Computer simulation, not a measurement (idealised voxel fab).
This is a process module. Its name is voxel plated lines.
The cross-section on display is named cut; it measures 285 nm wide, and its cells are 5 nm squares.
How to read a cross-section here: the picture is a grid of square cells, written as bands going from the top down, and any band can span one or more rows of cells.
A band entry consists of two parts. The first gives the height of the band's top and the height of its bottom, in nm. The rest lists the band's materials from left to right, each with its width in nm. A single material labelled with the word "throughout" fills the band from edge to edge, and the word "blank" marks empty space.
The level at which height equals 0 is the one under which the wafer, as it arrives, is entirely one material. No lower edge exists for the bottom band, which continues downward and is notated as in "from 0 down".
Width "30 to 40": first value at the band's top row of cells, second value at its bottom row, equal change from row to row.
When a step is marked "no alteration", none of the cells in the cross-section changed during that step.
You'll see "Closed void list" listing empty spaces that have no way open to the top, as long as they're 8 cells or more; the notation is width x height at distance, where the distance is from the left edge, and all of it is in nm.
Formally, on a step line, whatever follows the settings is a remark that the simulator itself makes on the step.
If you see "overlay nm" on a step's line and that step has a mask, it's telling you how far right of where it was planned the mask ended up; a negative number means it went left instead.

The process steps that were planned are listed below:
- 1: RECEIVE (material Si)
- 2: CONFORMAL_DEP (material SiN; thk nm 10)
- 3: DIRECTIONAL_DEP (material TiN; thk nm 5)
- 4: PATTERN (tone open; mask id LINES; material resist; width nm 30; pitch nm 60; thk nm 15; overlay nm 0)
- 5: EPI (material Ru; thk nm 10)
- 6: STRIP (etch materials resist)
- 7: DIRECTIONAL_ETCH (etch materials TiN; depth nm 5)
- 8: CONFORMAL_DEP (material SiN; thk nm 10)

As received, after step 1:
* from 0 down: Si throughout
* Closed void list: none

First of two wafers: cross-section at end of module, run per plan:
* from 35 to 25: blank 85 nm, SiN 50 nm, blank 10 nm, SiN 50 nm, blank 90 nm
* from 25 to 20: blank 85 nm, SiN 10 nm, Ru 30 nm, SiN 10 nm, blank 10 nm, SiN 10 nm, Ru 30 nm, SiN 10 nm, blank 90 nm
* from 20 to 15: SiN 95 nm, Ru 30 nm, SiN 30 nm, Ru 30 nm, SiN 100 nm
* from 15 to 10: SiN 95 nm, TiN 30 nm, SiN 30 nm, TiN 30 nm, SiN 100 nm
* from 10 to 0: SiN throughout
* from 0 down: Si throughout
* Closed void list: none

Cross-section, wafer two of two, end of module: same start and plan as wafer one, one error in execution:
* from 25 to 5: SiN throughout
* from 5 to 0: TiN throughout
* from 0 down: Si throughout
* Closed void list: none
Diagnosis: swap of plan steps 2 and 3 during execution
FYI, end of process, the second wafer has more or fewer cells of some materials than the first: Ru -24 | SiN -24 | TiN +45
